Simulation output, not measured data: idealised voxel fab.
process module | voxel double patterning
cross-section cut | 195 nm wide | cells 5 nm
A cross-section is a grid of square cells, given in bands from the top down. A band is one or more rows of cells.
Each band's line starts with the height of the band's top and of its bottom, in nm. Then come its materials from left to right, each with its width in nm. One material with "throughout" fills the band from edge to edge. "air" is empty space.
Height 0 is the level under which the wafer as received is all one material. The lowest band goes on downwards, as in "0 down".
A width such as "30 to 40" changes by the same amount from each row of cells to the next, from the band's top row to its bottom row.
"no change" after a step means that no cell of the cross-section changed.
closed voids: empty space of 8 cells or more with no open way to the top, each as width x height at its distance from the left edge, in nm
after a step's settings: what the simulator itself notes on the step
overlay nm, on a step with a mask: how far to the right of its planned place the mask lay; to the left if negative
plan
1 op RECEIVE | material Si
2 op CONFORMAL_DEP | material SiO2 | thk nm 5
3 op DIRECTIONAL_DEP | material polySi | thk nm 20
4 op DIRECTIONAL_DEP | material SiN | thk nm 5
5 op DIRECTIONAL_DEP | material aC | thk nm 10
6 op PATTERN | tone open | mask id FIRST | material resist | width nm 15 | pitch nm 50 | thk nm 30 | overlay nm 0
7 op DIRECTIONAL_ETCH | etch materials aC | depth nm 10
8 op STRIP | etch materials resist
9 op DIRECTIONAL_ETCH | etch materials SiN | depth nm 5
10 op STRIP | etch materials aC
11 op PATTERN | tone open | mask id SECOND | material resist | width nm 15 | thk nm 20 | overlay nm 0
12 op DIRECTIONAL_ETCH | etch materials SiN | depth nm 5
13 op STRIP | etch materials resist
14 op DIRECTIONAL_ETCH | etch materials polySi | depth nm 20
15 op STRIP | etch materials SiN
varied across the wafers: width nm of step 11. The plan shows the first wafer's value. All wafers start alike
first wafer as received, after step 1
  0 down: Si throughout
  closed voids: none
each wafer at the end: cells of each material gained (+) or lost (-) since it was received, then its closed voids
width nm 15 | +39 SiO2 | +120 polySi | closed voids: none
width nm 20 | +39 SiO2 | +116 polySi | closed voids: none
width nm 25 | +39 SiO2 | +112 polySi | closed voids: none
width nm 30 | +39 SiO2 | +108 polySi | closed voids: none
